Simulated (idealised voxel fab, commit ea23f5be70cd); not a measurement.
process module | voxel self aligned contacts
cross-section cut | 295 nm wide | cells 5 nm
A cross-section is a grid of square cells, given in bands from the top down. A band is one or more rows of cells.
Each band's line starts with the height of the band's top and of its bottom, in nm. Then come its materials from left to right, each with its width in nm. One material with "throughout" fills the band from edge to edge. "air" is empty space.
Height 0 is the level under which the wafer as received is all one material. The lowest band goes on downwards, as in "0 down".
A width such as "30 to 40" changes by the same amount from each row of cells to the next, from the band's top row to its bottom row.
"no change" after a step means that no cell of the cross-section changed.
closed voids: empty space of 8 cells or more with no open way to the top, each as width x height at its distance from the left edge, in nm
after a step's settings: what the simulator itself notes on the step
overlay nm, on a step with a mask: how far to the right of its planned place the mask lay; to the left if negative
plan
1 op RECEIVE | material Si
2 op CONFORMAL_DEP | material SiO2 | thk nm 5
3 op DIRECTIONAL_DEP | material polySi | thk nm 25
4 op DIRECTIONAL_DEP | material SiN | thk nm 20
5 op PATTERN | tone cover | mask id GATE | material resist | width nm 30 | pitch nm 75 | thk nm 15 | overlay nm 0
6 op DIRECTIONAL_ETCH | etch materials SiN | depth nm 20
7 op DIRECTIONAL_ETCH | etch materials polySi | depth nm 25
8 op STRIP | etch materials resist
9 op CONFORMAL_DEP | material SiN | thk nm 10
10 op DIRECTIONAL_ETCH | etch materials SiN | depth nm 10
11 op FILL_DEP | material SiO2 | thk nm 15
12 op CMP | height nm 55
13 op MASKED_ETCH | tone open | mask id CONTACT | width nm 55 | etch materials SiO2 | depth nm 55 | overlay nm 0
14 op CONFORMAL_DEP | material TiN | thk nm 5
15 op FILL_DEP | material Ru | thk nm 5
16 op CMP | height nm 55
17 op CONFORMAL_DEP | material SiN | thk nm 5
as received, after step 1
  0 down: Si throughout
  closed voids: none
a wafer at the end: this start, this plan, one mistake
  60 to 55: SiN throughout
  55 to 50: SiO2 115 | TiN 25 | Ru 15 | TiN 15 | SiO2 125
  50 to 30: SiO2 85 | SiN 50 | TiN 5 | Ru 15 | TiN 5 | SiN 50 | SiO2 85
  30 to 5: SiO2 85 | SiN 10 | polySi 30 | SiN 10 | TiN 5 | Ru 15 | TiN 5 | SiN 10 | polySi 30 | SiN 10 | SiO2 85
  5 to 0: SiO2 135 | TiN 25 | SiO2 135
  0 down: Si throughout
  closed voids: none
what went wrong: step 13 ran as: op MASKED_ETCH | tone open | mask id CONTACT | width nm 55 | etch materials SiO2 | depth nm 55 | overlay nm -5
